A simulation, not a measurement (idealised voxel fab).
process module | voxel local oxidation
cross-section cut | 295 nm wide | cells 5 nm
A cross-section is a grid of square cells, given in bands from the top down. A band is one or more rows of cells.
Each band's line starts with the height of the band's top and of its bottom, in nm. Then come its materials from left to right, each with its width in nm. One material with "throughout" fills the band from edge to edge. "air" is empty space.
Height 0 is the level under which the wafer as received is all one material. The lowest band goes on downwards, as in "0 down".
A width such as "30 to 40" changes by the same amount from each row of cells to the next, from the band's top row to its bottom row.
"no change" after a step means that no cell of the cross-section changed.
closed voids: empty space of 8 cells or more with no open way to the top, each as width x height at its distance from the left edge, in nm
after a step's settings: what the simulator itself notes on the step
overlay nm, on a step with a mask: how far to the right of its planned place the mask lay; to the left if negative
Each pair below shows a cross-section before one step and the cross-section after it, down to the lowest band that changed. The line under each pair gives the step between them, with its settings. The pairs can come from different runs of this module on the same starting wafer, so a pair continues from the pair above only where its "before" says so.
before
  0 down: Si throughout
  closed voids: none
after
  5 to 0: SiO2 throughout
  below 0: unchanged
  closed voids: none
the step between: op CONFORMAL_DEP | material SiO2 | thk nm 5
before: the cross-section after the pair above
after
  15 to 5: SiN throughout
  below 5: unchanged
  closed voids: none
the step between: op CONFORMAL_DEP | material SiN | thk nm 10
before: the cross-section after the pair above
after
  25 to 15: aC throughout
  below 15: unchanged
  closed voids: none
the step between: op DIRECTIONAL_DEP | material aC | thk nm 10
before: the cross-section after the pair above
after
  55 to 25: air 30 | resist 95 | air 40 | resist 95 | air 35
  below 25: unchanged
  closed voids: none
the step between: op PATTERN | tone cover | mask id ACTIVE | material resist | width nm 95 | pitch nm 135 | thk nm 30 | overlay nm 0
before: the cross-section after the pair above
after
  45 to 25: air 30 | resist 95 | air 40 | resist 95 | air 35
  25 to 15: air 30 | aC 95 | air 40 | aC 95 | air 35
  below 15: unchanged
  closed voids: none
the step between: op DIRECTIONAL_ETCH | etch materials aC | depth nm 10
before: the cross-section after the pair above
after
  25 to 15: air 30 | aC 95 | air 40 | aC 95 | air 35
  below 15: unchanged
  closed voids: none
the step between: op STRIP | etch materials resist
before: the cross-section after the pair above
after
  25 to 15: air 30 | aC 95 | air 40 | aC 95 | air 35
  15 to 5: air 30 | SiN 95 | air 40 | SiN 95 | air 35
  below 5: unchanged
  closed voids: none
the step between: op DIRECTIONAL_ETCH | etch materials SiN | depth nm 10
before: the cross-section after the pair above
after
  15 to 5: air 30 | SiN 95 | air 40 | SiN 95 | air 35
  below 5: unchanged
  closed voids: none
the step between: op STRIP | etch materials aC
before: the cross-section after the pair above
after
  15 to 5: air 30 | SiN 95 | air 40 | SiN 95 | air 35
  5 to 0: air 35 | SiO2 85 | air 50 | SiO2 85 | air 40
  below 0: unchanged
  closed voids: none
the step between: op SELECTIVE_ETCH | etch materials SiO2 | depth nm 5
before: the cross-section after the pair above
after
  15 to 5: air 30 | SiN 95 | air 40 | SiN 95 | air 35
  5 to 0: air 35 | SiO2 85 | air 50 | SiO2 85 | air 40
  0 to -15: SiO2 50 | Si 55 | SiO2 80 | Si 55 | SiO2 55
  below -15: unchanged
  closed voids: none
the step between: op OXIDIZE | depth nm 15
before: the cross-section after the pair above
after
  5 to 0: air 35 | SiO2 85 | air 50 | SiO2 85 | air 40
  below 0: unchanged
  closed voids: none
the step between: op STRIP | etch materials SiN
before
  0 down: Si throughout
  closed voids: none
after
  10 to 0: SiN throughout
  below 0: unchanged
  closed voids: none
the step between: op CONFORMAL_DEP | material SiN | thk nm 10
before: the cross-section after the pair above
after
  20 to 10: aC throughout
  below 10: unchanged
  closed voids: none
the step between: op DIRECTIONAL_DEP | material aC | thk nm 10
before: the cross-section after the pair above
after
  50 to 20: air 30 | resist 95 | air 40 | resist 95 | air 35
  below 20: unchanged
  closed voids: none
the step between: op PATTERN | tone cover | mask id ACTIVE | material resist | width nm 95 | pitch nm 135 | thk nm 30 | overlay nm 0
before: the cross-section after the pair above
after
  40 to 20: air 30 | resist 95 | air 40 | resist 95 | air 35
  20 to 10: air 30 | aC 95 | air 40 | aC 95 | air 35
  below 10: unchanged
  closed voids: none
the step between: op DIRECTIONAL_ETCH | etch materials aC | depth nm 10
before: the cross-section after the pair above
after
  20 to 10: air 30 | aC 95 | air 40 | aC 95 | air 35
  below 10: unchanged
  closed voids: none
the step between: op STRIP | etch materials resist
before: the cross-section after the pair above
after
  20 to 10: air 30 | aC 95 | air 40 | aC 95 | air 35
  10 to 0: air 30 | SiN 95 | air 40 | SiN 95 | air 35
  below 0: unchanged
  closed voids: none
the step between: op DIRECTIONAL_ETCH | etch materials SiN | depth nm 10
before: the cross-section after the pair above
after
  10 to 0: air 30 | SiN 95 | air 40 | SiN 95 | air 35
  below 0: unchanged
  closed voids: none
the step between: op STRIP | etch materials aC
before: the cross-section after the pair above
after
  10 to 0: air 30 | SiN 95 | air 40 | SiN 95 | air 35
  0 to -15: SiO2 45 | Si 65 | SiO2 70 | Si 65 | SiO2 50
  below -15: unchanged
  closed voids: none
the step between: op OXIDIZE | depth nm 15
before: the cross-section after the pair above
after
  0 to -15: SiO2 45 | Si 65 | SiO2 70 | Si 65 | SiO2 50
  below -15: unchanged
  closed voids: none
the step between: op STRIP | etch materials SiN
before
  15 to 5: air 30 | SiN 95 | air 40 | SiN 95 | air 35
  5 to 0: air 35 | SiO2 85 | air 50 | SiO2 85 | air 40
  0 down: Si throughout
  closed voids: none
after
  5 to 0: air 35 | SiO2 85 | air 50 | SiO2 85 | air 40
  below 0: unchanged
  closed voids: none
the step between: op STRIP | etch materials SiN
before: the cross-section after the pair above
after
  5 to 0: air 35 | SiO2 85 | air 50 | SiO2 85 | air 40
  0 to -15: SiO2 50 | Si 55 | SiO2 80 | Si 55 | SiO2 55
  below -15: unchanged
  closed voids: none
the step between: op OXIDIZE | depth nm 15
before
  15 to 5: air 30 | SiN 95 | air 40 | SiN 95 | air 35
  5 to 0: air 35 | SiO2 85 | air 50 | SiO2 85 | air 40
  0 down: Si throughout
  closed voids: none
after
  15 to 5: air 30 | SiN 95 | air 40 | SiN 95 | air 35
  5 to 0: air 35 | SiO2 85 | air 50 | SiO2 85 | air 40
  0 to -25: SiO2 60 | Si 35 | SiO2 100 | Si 35 | SiO2 65
  below -25: unchanged
  closed voids: none
the step between: op OXIDIZE | depth nm 25
before: the cross-section after the pair above
after
  5 to 0: air 35 | SiO2 85 | air 50 | SiO2 85 | air 40
  below 0: unchanged
  closed voids: none
the step between: op STRIP | etch materials SiN
before
  25 to 15: aC throughout
  15 to 5: SiN throughout
  5 to 0: SiO2 throughout
  0 down: Si throughout
  closed voids: none
after
  55 to 25: air 30 | resist 100 | air 35 | resist 100 | air 30
  below 25: unchanged
  closed voids: none
the step between: op PATTERN | tone cover | mask id ACTIVE | material resist | width nm 100 | pitch nm 135 | thk nm 30 | overlay nm 0
before: the cross-section after the pair above
after
  45 to 25: air 30 | resist 100 | air 35 | resist 100 | air 30
  25 to 15: air 30 | aC 100 | air 35 | aC 100 | air 30
  below 15: unchanged
  closed voids: none
the step between: op DIRECTIONAL_ETCH | etch materials aC | depth nm 10
before: the cross-section after the pair above
after
  25 to 15: air 30 | aC 100 | air 35 | aC 100 | air 30
  below 15: unchanged
  closed voids: none
the step between: op STRIP | etch materials resist
before: the cross-section after the pair above
after
  25 to 15: air 30 | aC 100 | air 35 | aC 100 | air 30
  15 to 5: air 30 | SiN 100 | air 35 | SiN 100 | air 30
  below 5: unchanged
  closed voids: none
the step between: op DIRECTIONAL_ETCH | etch materials SiN | depth nm 10
before: the cross-section after the pair above
after
  15 to 5: air 30 | SiN 100 | air 35 | SiN 100 | air 30
  below 5: unchanged
  closed voids: none
the step between: op STRIP | etch materials aC
before: the cross-section after the pair above
after
  15 to 5: air 30 | SiN 100 | air 35 | SiN 100 | air 30
  5 to 0: air 35 | SiO2 90 | air 45 | SiO2 90 | air 35
  below 0: unchanged
  closed voids: none
the step between: op SELECTIVE_ETCH | etch materials SiO2 | depth nm 5
before: the cross-section after the pair above
after
  15 to 5: air 30 | SiN 100 | air 35 | SiN 100 | air 30
  5 to 0: air 35 | SiO2 90 | air 45 | SiO2 90 | air 35
  0 to -15: SiO2 50 | Si 60 | SiO2 75 | Si 60 | SiO2 50
  below -15: unchanged
  closed voids: none
the step between: op OXIDIZE | depth nm 15
before: the cross-section after the pair above
after
  5 to 0: air 35 | SiO2 90 | air 45 | SiO2 90 | air 35
  below 0: unchanged
  closed voids: none
the step between: op STRIP | etch materials SiN
before
  25 to 15: aC throughout
  15 to 5: SiN throughout
  5 to 0: SiO2 throughout
  0 down: Si throughout
  closed voids: none
after
  55 to 25: air 35 | resist 95 | air 40 | resist 95 | air 30
  below 25: unchanged
  closed voids: none
the step between: op PATTERN | tone cover | mask id ACTIVE | material resist | width nm 95 | pitch nm 135 | thk nm 30 | overlay nm 5
before: the cross-section after the pair above
after
  45 to 25: air 35 | resist 95 | air 40 | resist 95 | air 30
  25 to 15: air 35 | aC 95 | air 40 | aC 95 | air 30
  below 15: unchanged
  closed voids: none
the step between: op DIRECTIONAL_ETCH | etch materials aC | depth nm 10
before: the cross-section after the pair above
after
  25 to 15: air 35 | aC 95 | air 40 | aC 95 | air 30
  below 15: unchanged
  closed voids: none
the step between: op STRIP | etch materials resist
before: the cross-section after the pair above
after
  25 to 15: air 35 | aC 95 | air 40 | aC 95 | air 30
  15 to 5: air 35 | SiN 95 | air 40 | SiN 95 | air 30
  below 5: unchanged
  closed voids: none
the step between: op DIRECTIONAL_ETCH | etch materials SiN | depth nm 10
before: the cross-section after the pair above
after
  15 to 5: air 35 | SiN 95 | air 40 | SiN 95 | air 30
  below 5: unchanged
  closed voids: none
the step between: op STRIP | etch materials aC
before: the cross-section after the pair above
after
  15 to 5: air 35 | SiN 95 | air 40 | SiN 95 | air 30
  5 to 0: air 40 | SiO2 85 | air 50 | SiO2 85 | air 35
  below 0: unchanged
  closed voids: none
the step between: op SELECTIVE_ETCH | etch materials SiO2 | depth nm 5
before: the cross-section after the pair above
after
  15 to 5: air 35 | SiN 95 | air 40 | SiN 95 | air 30
  5 to 0: air 40 | SiO2 85 | air 50 | SiO2 85 | air 35
  0 to -15: SiO2 55 | Si 55 | SiO2 80 | Si 55 | SiO2 50
  below -15: unchanged
  closed voids: none
the step between: op OXIDIZE | depth nm 15
before: the cross-section after the pair above
after
  5 to 0: air 40 | SiO2 85 | air 50 | SiO2 85 | air 35
  below 0: unchanged
  closed voids: none
the step between: op STRIP | etch materials SiN
before
  15 to 5: SiN throughout
  5 to 0: SiO2 throughout
  0 down: Si throughout
  closed voids: none
after
  25 to 15: SiO2 throughout
  below 15: unchanged
  closed voids: none
the step between: op DIRECTIONAL_DEP | material SiO2 | thk nm 10
before: the cross-section after the pair above
after
  55 to 25: air 30 | resist 95 | air 40 | resist 95 | air 35
  below 25: unchanged
  closed voids: none
the step between: op PATTERN | tone cover | mask id ACTIVE | material resist | width nm 95 | pitch nm 135 | thk nm 30 | overlay nm 0
before: the cross-section after the pair above
after
  45 to 25: air 30 | resist 95 | air 40 | resist 95 | air 35
  below 25: unchanged
  closed voids: none
the step between: op DIRECTIONAL_ETCH | etch materials aC | depth nm 10
before: the cross-section after the pair above
after
  25 to 15: SiO2 throughout
  below 15: unchanged
  closed voids: none
the step between: op STRIP | etch materials resist
before: the cross-section after the pair above
after
  20 to 15: SiO2 throughout
  below 15: unchanged
  closed voids: none
the step between: op SELECTIVE_ETCH | etch materials SiO2 | depth nm 5
before
  25 to 15: aC throughout
  15 to 5: SiN throughout
  5 to 0: SiO2 throughout
  0 down: Si throughout
  closed voids: none
after
  55 to 25: resist 30 | air 95 | resist 40 | air 95 | resist 35
  below 25: unchanged
  closed voids: none
the step between: op PATTERN | tone open | mask id ACTIVE | material resist | width nm 95 | pitch nm 135 | thk nm 30 | overlay nm 0
before: the cross-section after the pair above
after
  45 to 25: resist 30 | air 95 | resist 40 | air 95 | resist 35
  25 to 15: aC 30 | air 95 | aC 40 | air 95 | aC 35
  below 15: unchanged
  closed voids: none
the step between: op DIRECTIONAL_ETCH | etch materials aC | depth nm 10
before: the cross-section after the pair above
after
  25 to 15: aC 30 | air 95 | aC 40 | air 95 | aC 35
  below 15: unchanged
  closed voids: none
the step between: op STRIP | etch materials resist
before: the cross-section after the pair above
after
  25 to 15: aC 30 | air 95 | aC 40 | air 95 | aC 35
  15 to 5: SiN 30 | air 95 | SiN 40 | air 95 | SiN 35
  below 5: unchanged
  closed voids: none
the step between: op DIRECTIONAL_ETCH | etch materials SiN | depth nm 10
before: the cross-section after the pair above
after
  15 to 5: SiN 30 | air 95 | SiN 40 | air 95 | SiN 35
  below 5: unchanged
  closed voids: none
the step between: op STRIP | etch materials aC
before: the cross-section after the pair above
after
  15 to 5: SiN 30 | air 95 | SiN 40 | air 95 | SiN 35
  5 to 0: SiO2 25 | air 105 | SiO2 30 | air 105 | SiO2 30
  below 0: unchanged
  closed voids: none
the step between: op SELECTIVE_ETCH | etch materials SiO2 | depth nm 5
before: the cross-section after the pair above
after
  15 to 5: SiN 30 | air 95 | SiN 40 | air 95 | SiN 35
  5 to 0: SiO2 25 | air 105 | SiO2 30 | air 105 | SiO2 30
  0 to -15: Si 10 | SiO2 270 | Si 15
  below -15: unchanged
  closed voids: none
the step between: op OXIDIZE | depth nm 15
before: the cross-section after the pair above
after
  5 to 0: SiO2 25 | air 105 | SiO2 30 | air 105 | SiO2 30
  below 0: unchanged
  closed voids: none
the step between: op STRIP | etch materials SiN
